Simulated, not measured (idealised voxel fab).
process module | voxel quadruple lines
cross-section cut | 265 nm wide | cells 5 nm
A cross-section is a grid of square cells, given in bands from the top down. A band is one or more rows of cells.
Each band's line starts with the height of the band's top and of its bottom, in nm. Then come its materials from left to right, each with its width in nm. One material with "throughout" fills the band from edge to edge. "air" is empty space.
Height 0 is the level under which the wafer as received is all one material. The lowest band goes on downwards, as in "0 down".
A width such as "30 to 40" changes by the same amount from each row of cells to the next, from the band's top row to its bottom row.
"no change" after a step means that no cell of the cross-section changed.
closed voids: empty space of 8 cells or more with no open way to the top, each as width x height at its distance from the left edge, in nm
after a step's settings: what the simulator itself notes on the step
overlay nm, on a step with a mask: how far to the right of its planned place the mask lay; to the left if negative
plan
1 op RECEIVE | material Si
2 op CONFORMAL_DEP | material SiO2 | thk nm 10
3 op DIRECTIONAL_DEP | material Ru | thk nm 15
4 op DIRECTIONAL_DEP | material polySi | thk nm 20
5 op DIRECTIONAL_DEP | material aC | thk nm 25
6 op PATTERN | tone cover | mask id MANDREL | material resist | width nm 25 | thk nm 35 | overlay nm 0
7 op DIRECTIONAL_ETCH | etch materials aC | depth nm 25
8 op STRIP | etch materials resist
9 op CONFORMAL_DEP | material SiO2 | thk nm 15
10 op DIRECTIONAL_ETCH | etch materials SiO2 | depth nm 15
11 op STRIP | etch materials aC
12 op DIRECTIONAL_ETCH | etch materials polySi | depth nm 20
13 op STRIP | etch materials SiO2
14 op CONFORMAL_DEP | material SiN | thk nm 5
15 op DIRECTIONAL_ETCH | etch materials SiN | depth nm 5
16 op STRIP | etch materials polySi
17 op DIRECTIONAL_ETCH | etch materials Ru | depth nm 15
18 op STRIP | etch materials SiN
first wafer, as planned
as received, after step 1
  0 down: Si throughout
  closed voids: none
after step 2
  10 to 0: SiO2 throughout
  below 0: unchanged
after step 3
  25 to 10: Ru throughout
  below 10: unchanged
after step 4
  45 to 25: polySi throughout
  below 25: unchanged
after step 5
  70 to 45: aC throughout
  below 45: unchanged
after step 6
  105 to 70: air 120 | resist 25 | air 120
  below 70: unchanged
after step 7
  80 to 70: air 120 | resist 25 | air 120
  70 to 45: air 120 | aC 25 | air 120
  below 45: unchanged
after step 8
  70 to 45: air 120 | aC 25 | air 120
  below 45: unchanged
after step 9
  85 to 70: air 105 | SiO2 55 | air 105
  70 to 60: air 105 | SiO2 15 | aC 25 | SiO2 15 | air 105
  60 to 45: SiO2 120 | aC 25 | SiO2 120
  below 45: unchanged
after step 10
  70 to 45: air 105 | SiO2 15 | aC 25 | SiO2 15 | air 105
  below 45: unchanged
after step 11
  70 to 45: air 105 | SiO2 15 | air 25 | SiO2 15 | air 105
  below 45: unchanged
after step 12
  70 to 45: air 105 | SiO2 15 | air 25 | SiO2 15 | air 105
  45 to 25: air 105 | polySi 15 | air 25 | polySi 15 | air 105
  below 25: unchanged
after step 13
  45 to 25: air 105 | polySi 15 | air 25 | polySi 15 | air 105
  below 25: unchanged
after step 14
  50 to 45: air 100 | SiN 25 | air 15 | SiN 25 | air 100
  45 to 30: air 100 | SiN 5 | polySi 15 | SiN 5 | air 15 | SiN 5 | polySi 15 | SiN 5 | air 100
  30 to 25: SiN 105 | polySi 15 | SiN 25 | polySi 15 | SiN 105
  below 25: unchanged
after step 15
  45 to 25: air 100 | SiN 5 | polySi 15 | SiN 5 | air 15 | SiN 5 | polySi 15 | SiN 5 | air 100
  below 25: unchanged
after step 16
  45 to 25: air 100 | SiN 5 | air 15 | SiN 5 | air 15 | SiN 5 | air 15 | SiN 5 | air 100
  below 25: unchanged
after step 17
  45 to 25: air 100 | SiN 5 | air 15 | SiN 5 | air 15 | SiN 5 | air 15 | SiN 5 | air 100
  25 to 10: air 100 | Ru 5 | air 15 | Ru 5 | air 15 | Ru 5 | air 15 | Ru 5 | air 100
  below 10: unchanged
after step 18
  25 to 10: air 100 | Ru 5 | air 15 | Ru 5 | air 15 | Ru 5 | air 15 | Ru 5 | air 100
  below 10: unchanged
second wafer: like start, like plan, one mistake. Through step 1 it matches the first wafer
when step 2 should have ended: no change
when step 3 should have ended
  15 to 0: Ru throughout
  below 0: unchanged
when step 4 should have ended
  35 to 15: polySi throughout
  below 15: unchanged
when step 5 should have ended
  60 to 35: aC throughout
  below 35: unchanged
when step 6 should have ended
  95 to 60: air 120 | resist 25 | air 120
  below 60: unchanged
when step 7 should have ended
  70 to 60: air 120 | resist 25 | air 120
  60 to 35: air 120 | aC 25 | air 120
  below 35: unchanged
when step 8 should have ended
  60 to 35: air 120 | aC 25 | air 120
  below 35: unchanged
when step 9 should have ended
  75 to 60: air 105 | SiO2 55 | air 105
  60 to 50: air 105 | SiO2 15 | aC 25 | SiO2 15 | air 105
  50 to 35: SiO2 120 | aC 25 | SiO2 120
  below 35: unchanged
when step 10 should have ended
  60 to 35: air 105 | SiO2 15 | aC 25 | SiO2 15 | air 105
  below 35: unchanged
when step 11 should have ended
  60 to 35: air 105 | SiO2 15 | air 25 | SiO2 15 | air 105
  below 35: unchanged
when step 12 should have ended
  60 to 35: air 105 | SiO2 15 | air 25 | SiO2 15 | air 105
  35 to 15: air 105 | polySi 15 | air 25 | polySi 15 | air 105
  below 15: unchanged
when step 13 should have ended
  35 to 15: air 105 | polySi 15 | air 25 | polySi 15 | air 105
  below 15: unchanged
when step 14 should have ended
  40 to 35: air 100 | SiN 25 | air 15 | SiN 25 | air 100
  35 to 20: air 100 | SiN 5 | polySi 15 | SiN 5 | air 15 | SiN 5 | polySi 15 | SiN 5 | air 100
  20 to 15: SiN 105 | polySi 15 | SiN 25 | polySi 15 | SiN 105
  below 15: unchanged
when step 15 should have ended
  35 to 15: air 100 | SiN 5 | polySi 15 | SiN 5 | air 15 | SiN 5 | polySi 15 | SiN 5 | air 100
  below 15: unchanged
when step 16 should have ended
  35 to 15: air 100 | SiN 5 | air 15 | SiN 5 | air 15 | SiN 5 | air 15 | SiN 5 | air 100
  below 15: unchanged
when step 17 should have ended
  35 to 15: air 100 | SiN 5 | air 15 | SiN 5 | air 15 | SiN 5 | air 15 | SiN 5 | air 100
  15 to 0: air 100 | Ru 5 | air 15 | Ru 5 | air 15 | Ru 5 | air 15 | Ru 5 | air 100
  below 0: unchanged
when step 18 should have ended
  15 to 0: air 100 | Ru 5 | air 15 | Ru 5 | air 15 | Ru 5 | air 15 | Ru 5 | air 100
  below 0: unchanged
what went wrong: step 2 was left out
at the end the second wafer has, in cells: 106 fewer of SiO2
